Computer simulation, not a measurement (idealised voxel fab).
Process module heading - voxel gate over fins
The figure presents cross-section cut, which has a width of 215 nm and is divided into square cells with an edge length of 5 nm.
How to read a cross-section here: the picture is a grid of square cells, written as bands going from the top down, and any band can span one or more rows of cells.
This entry defines a band. It first specifies the height of the band's top and the height of its bottom in nm, and then specifies the band's materials from left to right, stating each material with its width in nm. The word "edge to edge" identifies a single material that fills the band from edge to edge, while the word "blank" identifies empty space.
Beneath 0, the wafer as received is one material, and that level is where height counting begins. The lowest band goes on downward without a bottom; it is written like "from 0 down".
The two numbers in a width such as "30->40" mark its ends across the band: the first belongs to the top row of cells, the second to the bottom row, and from each row to the next the width moves by the same amount.
Step marked "remained the same"? Then no cell in the cross-section changed in it.
"closed voids" - sealed voids, min. 8 cells, no opening to top; format: width x height at distance (distance from left edge; nm throughout).
Note: text after step settings on the step line = simulator remark on that step.
overlay nm, on a step with a mask: how far to the right of its planned place the mask lay; to the left if negative
-- So here's the lineup of process steps we planned
1: RECEIVE with material Si
2: CONFORMAL_DEP with material SiN, thk nm 10
3: PATTERN with tone cover, mask id FINS, material resist, width nm 15, pitch nm 40, thk nm 15, overlay nm 0
4: DIRECTIONAL_ETCH with etch materials SiN, depth nm 5
5: DIRECTIONAL_ETCH with etch materials Si, depth nm 40
6: STRIP with etch materials resist
7: FILL_DEP with material SiO2, thk nm 15
8: CMP with height nm 10
9: SELECTIVE_ETCH with etch materials SiO2, depth nm 20
10: STRIP with etch materials SiN
11: CONFORMAL_DEP with material HfO2, thk nm 5
12: CONFORMAL_DEP with material TiN, thk nm 5
13: CONFORMAL_DEP with material TiAl, thk nm 5
14: CONFORMAL_DEP with material TiN, thk nm 5
15: FILL_DEP with material W, thk nm 15
16: CMP with height nm 30
17: CONFORMAL_DEP with material SiN, thk nm 10
The wafers in this document start out alike and differ in the depth nm applied at step 4; the plan shows the value used for the first wafer.
-- first wafer as received, after step 1
from 0 down: Si edge to edge
closed voids: none
-- Once step 17, the last step, is complete, the module is at its end; this is the cross-section of the first of several wafers
from 40 to 30: SiN edge to edge
from 30 to 20: W edge to edge
from 20 to 15: TiN edge to edge
from 15 to 10: TiAl edge to edge
from 10 to 5: TiN edge to edge
from 5 to 0: HfO2 edge to edge
from 0 down: Si edge to edge
closed voids: none
-- Final wafer cross-section at module end
from 40 to 30: SiN edge to edge
from 30 to 20: W edge to edge
from 20 to 15: W 20 nm; TiN 175 nm; W 20 nm
from 15 to 10: W 20 nm; TiN 5 nm; TiAl 165 nm; TiN 5 nm; W 20 nm
from 10 to 5: TiN 25 nm; TiAl 5 nm; TiN 35 nm; TiAl 5 nm; TiN 35 nm; TiAl 5 nm; TiN 35 nm; TiAl 5 nm; TiN 35 nm; TiAl 5 nm; TiN 25 nm
from 5 to 0: TiAl 30 nm; TiN 5 nm; HfO2 25 nm; TiN 5 nm; TiAl 5 nm; TiN 5 nm; HfO2 25 nm; TiN 5 nm; TiAl 5 nm; TiN 5 nm; HfO2 25 nm; TiN 5 nm; TiAl 5 nm; TiN 5 nm; HfO2 25 nm; TiN 5 nm; TiAl 30 nm
from 0 to -5: TiN 35 nm; HfO2 5 nm; Si 15 nm; HfO2 5 nm; TiN 15 nm; HfO2 5 nm; Si 15 nm; HfO2 5 nm; TiN 15 nm; HfO2 5 nm; Si 15 nm; HfO2 5 nm; TiN 15 nm; HfO2 5 nm; Si 15 nm; HfO2 5 nm; TiN 35 nm
from -5 to -10: HfO2 40 nm; Si 15 nm; HfO2 25 nm; Si 15 nm; HfO2 25 nm; Si 15 nm; HfO2 25 nm; Si 15 nm; HfO2 40 nm
from -10 to -40: SiO2 40 nm; Si 15 nm; SiO2 25 nm; Si 15 nm; SiO2 25 nm; Si 15 nm; SiO2 25 nm; Si 15 nm; SiO2 40 nm
from -40 down: Si edge to edge
closed voids: none
-- End of module, by wafer: material-by-material cell gain (+) or loss (-) since receipt, then closed voids
depth nm 5 | +43 HfO2 | +86 SiN | +43 TiAl | +86 TiN | +86 W | closed voids: none
depth nm 10 | +59 HfO2 | -248 Si | +86 SiN | +186 SiO2 | +53 TiAl | +106 TiN | +102 W | closed voids: none
depth nm 15 | +59 HfO2 | -248 Si | +86 SiN | +186 SiO2 | +53 TiAl | +106 TiN | +102 W | closed voids: none
depth nm 20 | +59 HfO2 | -248 Si | +86 SiN | +186 SiO2 | +53 TiAl | +106 TiN | +102 W | closed voids: none
depth nm 25 | +59 HfO2 | -248 Si | +86 SiN | +186 SiO2 | +53 TiAl | +106 TiN | +102 W | closed voids: none
